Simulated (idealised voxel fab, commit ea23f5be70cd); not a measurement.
The document below concerns the process module designated voxel ribs on slabs.
In the cross-section labelled cut, the width is 150 nm and each square cell is 5 nm.
Cross-section spec: square-cell grid; bands listed top down; each band is one or more rows. Read a band's entry like this: the first values are the height of its top and the height of its bottom in nm, and what follows is the sequence of materials from left to right, each with its width in nm. Note that "blank" is empty space, and that a single material marked "edge to edge" reaches across the band from edge to edge. Counting heights begins at 0, where everything beneath is, in the wafer as received, one material. The lowest band has no bottom; it goes on downwards, as "0 down" shows. You'd read "30->40" like this: the band's top row of cells is as wide as the first number, its bottom row is as wide as the second, and going down, every row changes width by the same amount as the row before did. "no alterations made" after a step means that no cell of the cross-section changed. Empty spaces without an open route to the top, at least 8 cells in extent, make up the entry "Closed void register"; each is given as width x height at distance, where the distance is measured from the left edge, and all are in nm. Note: text after step settings on the step line = simulator remark on that step. The optional step-line setting "overlay nm" applies to steps with a mask and quantifies how far to the right of its planned location the mask lay, a negative value indicating leftward placement.
-- The steps planned for the process are as follows
1: RECEIVE [material Si]
2: DIRECTIONAL_DEP [material SiO2] [thk nm 25]
3: DIRECTIONAL_DEP [material polySi] [thk nm 15]
4: DIRECTIONAL_DEP [material aC] [thk nm 10]
5: PATTERN [tone cover] [mask id RIB] [material resist] [width nm 15] [thk nm 25] [overlay nm 0]
6: DIRECTIONAL_ETCH [etch materials aC] [depth nm 10]
7: STRIP [etch materials resist]
8: DIRECTIONAL_ETCH [etch materials polySi] [depth nm 10]
9: STRIP [etch materials aC]
10: DIRECTIONAL_DEP [material aC] [thk nm 15]
11: PATTERN [tone cover] [mask id SLAB] [material resist] [width nm 55] [thk nm 35] [overlay nm 0]
12: DIRECTIONAL_ETCH [etch materials aC] [depth nm 15]
13: STRIP [etch materials resist]
14: DIRECTIONAL_ETCH [etch materials polySi] [depth nm 5]
15: STRIP [etch materials aC]
16: FILL_DEP [material SiO2] [thk nm 15]
17: CMP [height nm 50]
18: DIRECTIONAL_DEP [material TiN] [thk nm 10]
19: DIRECTIONAL_DEP [material aC] [thk nm 15]
20: PATTERN [tone cover] [mask id HEATER] [material resist] [width nm 25] [thk nm 35] [overlay nm 0]
21: DIRECTIONAL_ETCH [etch materials aC] [depth nm 15]
22: STRIP [etch materials resist]
23: DIRECTIONAL_ETCH [etch materials TiN] [depth nm 10]
24: STRIP [etch materials aC]
25: CONFORMAL_DEP [material SiN] [thk nm 5]
-- First wafer out of two, processed as planned
-- Wafer cross-section on receipt, i.e. after step 1
> 0 down = Si edge to edge
> Closed void register: none
-- Cross-section through the wafer, step 2 finished
> 25 to 0 = SiO2 edge to edge
> Below a height of 0, the structure has not been altered.
-- Cross-section through the wafer, step 3 finished
> 40 to 25 = polySi edge to edge
> Below a height of 25, the structure has not been altered.
-- Cross-section through the wafer, step 4 finished
> 50 to 40 = aC edge to edge
> Below a height of 40, the structure has not been altered.
-- Cross-section through the wafer, step 5 finished
> 75 to 50 = blank 65 nm, then resist 15 nm, then blank 70 nm
> Below a height of 50, the structure has not been altered.
-- Cross-section through the wafer, step 6 finished
> 65 to 50 = blank 65 nm, then resist 15 nm, then blank 70 nm
> 50 to 40 = blank 65 nm, then aC 15 nm, then blank 70 nm
> Below a height of 40, the structure has not been altered.
-- Cross-section through the wafer, step 7 finished
> 50 to 40 = blank 65 nm, then aC 15 nm, then blank 70 nm
> Below a height of 40, the structure has not been altered.
-- Cross-section through the wafer, step 8 finished
> 50 to 40 = blank 65 nm, then aC 15 nm, then blank 70 nm
> 40 to 30 = blank 65 nm, then polySi 15 nm, then blank 70 nm
> Below a height of 30, the structure has not been altered.
-- Cross-section through the wafer, step 9 finished
> 40 to 30 = blank 65 nm, then polySi 15 nm, then blank 70 nm
> Below a height of 30, the structure has not been altered.
-- Cross-section through the wafer, step 10 finished
> 55 to 45 = blank 65 nm, then aC 15 nm, then blank 70 nm
> 45 to 40 = aC edge to edge
> 40 to 30 = aC 65 nm, then polySi 15 nm, then aC 70 nm
> Below a height of 30, the structure has not been altered.
-- Cross-section through the wafer, step 11 finished
> 90 to 55 = blank 45 nm, then resist 55 nm, then blank 50 nm
> 55 to 45 = blank 45 nm, then resist 20 nm, then aC 15 nm, then resist 20 nm, then blank 50 nm
> Below a height of 45, the structure has not been altered.
-- Cross-section through the wafer, step 12 finished
> 75 to 55 = blank 45 nm, then resist 55 nm, then blank 50 nm
> 55 to 45 = blank 45 nm, then resist 20 nm, then aC 15 nm, then resist 20 nm, then blank 50 nm
> 45 to 40 = blank 45 nm, then aC 55 nm, then blank 50 nm
> 40 to 30 = blank 45 nm, then aC 20 nm, then polySi 15 nm, then aC 20 nm, then blank 50 nm
> Below a height of 30, the structure has not been altered.
-- Cross-section through the wafer, step 13 finished
> 55 to 45 = blank 65 nm, then aC 15 nm, then blank 70 nm
> Below a height of 45, the structure has not been altered.
-- Cross-section through the wafer, step 14 finished
> 55 to 45 = blank 65 nm, then aC 15 nm, then blank 70 nm
> 45 to 40 = blank 45 nm, then aC 55 nm, then blank 50 nm
> 40 to 30 = blank 45 nm, then aC 20 nm, then polySi 15 nm, then aC 20 nm, then blank 50 nm
> 30 to 25 = blank 45 nm, then polySi 55 nm, then blank 50 nm
> Below a height of 25, the structure has not been altered.
-- Cross-section through the wafer, step 15 finished
> 40 to 30 = blank 65 nm, then polySi 15 nm, then blank 70 nm
> Below a height of 30, the structure has not been altered.
-- Cross-section through the wafer, step 16 finished
> 55 to 40 = SiO2 edge to edge
> 40 to 30 = SiO2 65 nm, then polySi 15 nm, then SiO2 70 nm
> 30 to 25 = SiO2 45 nm, then polySi 55 nm, then SiO2 50 nm
> Below a height of 25, the structure has not been altered.
-- Cross-section through the wafer, step 17 finished
> 50 to 40 = SiO2 edge to edge
> Below a height of 40, the structure has not been altered.
-- Cross-section through the wafer, step 18 finished
> 60 to 50 = TiN edge to edge
> Below a height of 50, the structure has not been altered.
-- Cross-section through the wafer, step 19 finished
> 75 to 60 = aC edge to edge
> Below a height of 60, the structure has not been altered.
-- Cross-section through the wafer, step 20 finished
> 110 to 75 = blank 60 nm, then resist 25 nm, then blank 65 nm
> Below a height of 75, the structure has not been altered.
-- Cross-section through the wafer, step 21 finished
> 95 to 75 = blank 60 nm, then resist 25 nm, then blank 65 nm
> 75 to 60 = blank 60 nm, then aC 25 nm, then blank 65 nm
> Below a height of 60, the structure has not been altered.
-- Cross-section through the wafer, step 22 finished
> 75 to 60 = blank 60 nm, then aC 25 nm, then blank 65 nm
> Below a height of 60, the structure has not been altered.
-- Cross-section through the wafer, step 23 finished
> 75 to 60 = blank 60 nm, then aC 25 nm, then blank 65 nm
> 60 to 50 = blank 60 nm, then TiN 25 nm, then blank 65 nm
> Below a height of 50, the structure has not been altered.
-- Cross-section through the wafer, step 24 finished
> 60 to 50 = blank 60 nm, then TiN 25 nm, then blank 65 nm
> Below a height of 50, the structure has not been altered.
-- Cross-section through the wafer, step 25 finished
> 65 to 60 = blank 55 nm, then SiN 35 nm, then blank 60 nm
> 60 to 55 = blank 55 nm, then SiN 5 nm, then TiN 25 nm, then SiN 5 nm, then blank 60 nm
> 55 to 50 = SiN 60 nm, then TiN 25 nm, then SiN 65 nm
> Below a height of 50, the structure has not been altered.
-- The second wafer was prepared from the same starting point and under the same plan as the first; its processing contained one mistake, and it remains indistinguishable from the first wafer up to and including step 2
-- At the planned end of step 3, the second wafer in cross-section
> 45 to 25 = polySi edge to edge
> Below a height of 25, the structure has not been altered.
-- At the planned end of step 4, the second wafer in cross-section
> 55 to 45 = aC edge to edge
> Below a height of 45, the structure has not been altered.
-- At the planned end of step 5, the second wafer in cross-section
> 80 to 55 = blank 65 nm, then resist 15 nm, then blank 70 nm
> Below a height of 55, the structure has not been altered.
-- At the planned end of step 6, the second wafer in cross-section
> 70 to 55 = blank 65 nm, then resist 15 nm, then blank 70 nm
> 55 to 45 = blank 65 nm, then aC 15 nm, then blank 70 nm
> Below a height of 45, the structure has not been altered.
-- At the planned end of step 7, the second wafer in cross-section
> 55 to 45 = blank 65 nm, then aC 15 nm, then blank 70 nm
> Below a height of 45, the structure has not been altered.
-- At the planned end of step 8, the second wafer in cross-section
> 55 to 45 = blank 65 nm, then aC 15 nm, then blank 70 nm
> 45 to 35 = blank 65 nm, then polySi 15 nm, then blank 70 nm
> Below a height of 35, the structure has not been altered.
-- At the planned end of step 9, the second wafer in cross-section
> 45 to 35 = blank 65 nm, then polySi 15 nm, then blank 70 nm
> Below a height of 35, the structure has not been altered.
-- At the planned end of step 10, the second wafer in cross-section
> 60 to 50 = blank 65 nm, then aC 15 nm, then blank 70 nm
> 50 to 45 = aC edge to edge
> 45 to 35 = aC 65 nm, then polySi 15 nm, then aC 70 nm
> Below a height of 35, the structure has not been altered.
-- At the planned end of step 11, the second wafer in cross-section
> 95 to 60 = blank 45 nm, then resist 55 nm, then blank 50 nm
> 60 to 50 = blank 45 nm, then resist 20 nm, then aC 15 nm, then resist 20 nm, then blank 50 nm
> Below a height of 50, the structure has not been altered.
-- At the planned end of step 12, the second wafer in cross-section
> 80 to 60 = blank 45 nm, then resist 55 nm, then blank 50 nm
> 60 to 50 = blank 45 nm, then resist 20 nm, then aC 15 nm, then resist 20 nm, then blank 50 nm
> 50 to 45 = blank 45 nm, then aC 55 nm, then blank 50 nm
> 45 to 35 = blank 45 nm, then aC 20 nm, then polySi 15 nm, then aC 20 nm, then blank 50 nm
> Below a height of 35, the structure has not been altered.
-- At the planned end of step 13, the second wafer in cross-section
> 60 to 50 = blank 65 nm, then aC 15 nm, then blank 70 nm
> Below a height of 50, the structure has not been altered.
-- At the planned end of step 14, the second wafer in cross-section
> 60 to 50 = blank 65 nm, then aC 15 nm, then blank 70 nm
> 50 to 45 = blank 45 nm, then aC 55 nm, then blank 50 nm
> 45 to 35 = blank 45 nm, then aC 20 nm, then polySi 15 nm, then aC 20 nm, then blank 50 nm
> 35 to 30 = blank 45 nm, then polySi 55 nm, then blank 50 nm
> Below a height of 30, the structure has not been altered.
-- At the planned end of step 15, the second wafer in cross-section
> 45 to 35 = blank 65 nm, then polySi 15 nm, then blank 70 nm
> Below a height of 35, the structure has not been altered.
-- At the planned end of step 16, the second wafer in cross-section
> 60 to 45 = SiO2 edge to edge
> 45 to 35 = SiO2 65 nm, then polySi 15 nm, then SiO2 70 nm
> 35 to 30 = SiO2 45 nm, then polySi 55 nm, then SiO2 50 nm
> Below a height of 30, the structure has not been altered.
-- At the planned end of step 17, the second wafer in cross-section
> 50 to 45 = SiO2 edge to edge
> Below a height of 45, the structure has not been altered.
-- At the planned end of step 18, the second wafer in cross-section
> 60 to 50 = TiN edge to edge
> Below a height of 50, the structure has not been altered.
-- At the planned end of step 19, the second wafer in cross-section
> 75 to 60 = aC edge to edge
> Below a height of 60, the structure has not been altered.
-- At the planned end of step 20, the second wafer in cross-section
> 110 to 75 = blank 60 nm, then resist 25 nm, then blank 65 nm
> Below a height of 75, the structure has not been altered.
-- At the planned end of step 21, the second wafer in cross-section
> 95 to 75 = blank 60 nm, then resist 25 nm, then blank 65 nm
> 75 to 60 = blank 60 nm, then aC 25 nm, then blank 65 nm
> Below a height of 60, the structure has not been altered.
-- At the planned end of step 22, the second wafer in cross-section
> 75 to 60 = blank 60 nm, then aC 25 nm, then blank 65 nm
> Below a height of 60, the structure has not been altered.
-- At the planned end of step 23, the second wafer in cross-section
> 75 to 60 = blank 60 nm, then aC 25 nm, then blank 65 nm
> 60 to 50 = blank 60 nm, then TiN 25 nm, then blank 65 nm
> Below a height of 50, the structure has not been altered.
-- At the planned end of step 24, the second wafer in cross-section
> 60 to 50 = blank 60 nm, then TiN 25 nm, then blank 65 nm
> Below a height of 50, the structure has not been altered.
-- At the planned end of step 25, the second wafer in cross-section
> 65 to 60 = blank 55 nm, then SiN 35 nm, then blank 60 nm
> 60 to 55 = blank 55 nm, then SiN 5 nm, then TiN 25 nm, then SiN 5 nm, then blank 60 nm
> 55 to 50 = SiN 60 nm, then TiN 25 nm, then SiN 65 nm
> Below a height of 50, the structure has not been altered.
Nonconformance to the process plan: step 3 changed vs plan, executed as DIRECTIONAL_DEP [material polySi] [thk nm 20]
Counted in cells at the end, the second wafer holds more or fewer of these materials than the first: SiO2 -30, polySi +30
